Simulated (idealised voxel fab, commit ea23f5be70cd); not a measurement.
The following is a process module called voxel double patterning.
For reference, the cross-section in this document is cut, with width 215 nm and square cells of 5 nm.
Each cross-section below is a grid of square cells, stated as bands in top-down order, with one or more rows of cells making up each band.
In this notation a band is specified by the heights of its top and bottom, in that order and in nm, after which its materials appear from left to right, each paired with its width in nm. The word "full width" attached to a single material means that material fills the band from edge to edge; the word "air" stands for empty space.
Heights from 0 (as-received wafer is one material below). Bottom band endless downward, as "0..down".
Think of "30->40" as a width that walks from the first number to the second as you go down the band, top row to bottom row, taking equal-sized steps from row to row.
"nothing was modified" means the step left every cell of the cross-section as it was.
In the "Entrapped voids" entry, you get each enclosed empty space of 8 cells or more, one with no open way to the top, written width x height at distance, distance from the left edge, in nm.
Text after the settings on a step's line: the simulator's own remark on that step.
Each step line may optionally specify "overlay nm", which for a step with a mask gives the rightward distance between the mask's planned place and where it lay, a negative value indicating the leftward direction.

[Planned step list for the process]
1: RECEIVE, material Si
2: CONFORMAL_DEP, material SiO2, thk nm 10
3: DIRECTIONAL_DEP, material polySi, thk nm 10
4: DIRECTIONAL_DEP, material SiCN, thk nm 10
5: PATTERN, tone open, mask id FIRST, material resist, width nm 15, pitch nm 50, thk nm 15, overlay nm 0
6: DIRECTIONAL_ETCH, etch materials SiCN, depth nm 10
7: STRIP, etch materials resist
8: DIRECTIONAL_DEP, material aC, thk nm 10
9: PATTERN, tone open, mask id SECOND, material resist, width nm 15, pitch nm 50, thk nm 30, overlay nm 0
10: DIRECTIONAL_ETCH, etch materials aC, depth nm 10
11: STRIP, etch materials resist
12: DIRECTIONAL_ETCH, etch materials SiCN, depth nm 10
13: STRIP, etch materials aC
14: DIRECTIONAL_ETCH, etch materials polySi, depth nm 10
15: STRIP, etch materials SiCN

[Incoming wafer, cross-sectional view, post step 1]
	0..down | Si full width
	Entrapped voids: none

[Module complete, cross-section. Starting point and plan per above. One mistake made in running the module]
	20..10 | polySi=45; air=25; polySi=5; air=15; polySi=5; air=25; polySi=5; air=15; polySi=5; air=25; polySi=45
	10..0 | SiO2 full width
	0..down | Si full width
	Entrapped voids: none
Misprocessing identified: planned and actual differ for step 5; actual: PATTERN, tone open, mask id FIRST, material resist, width nm 25, pitch nm 50, thk nm 15, overlay nm 0
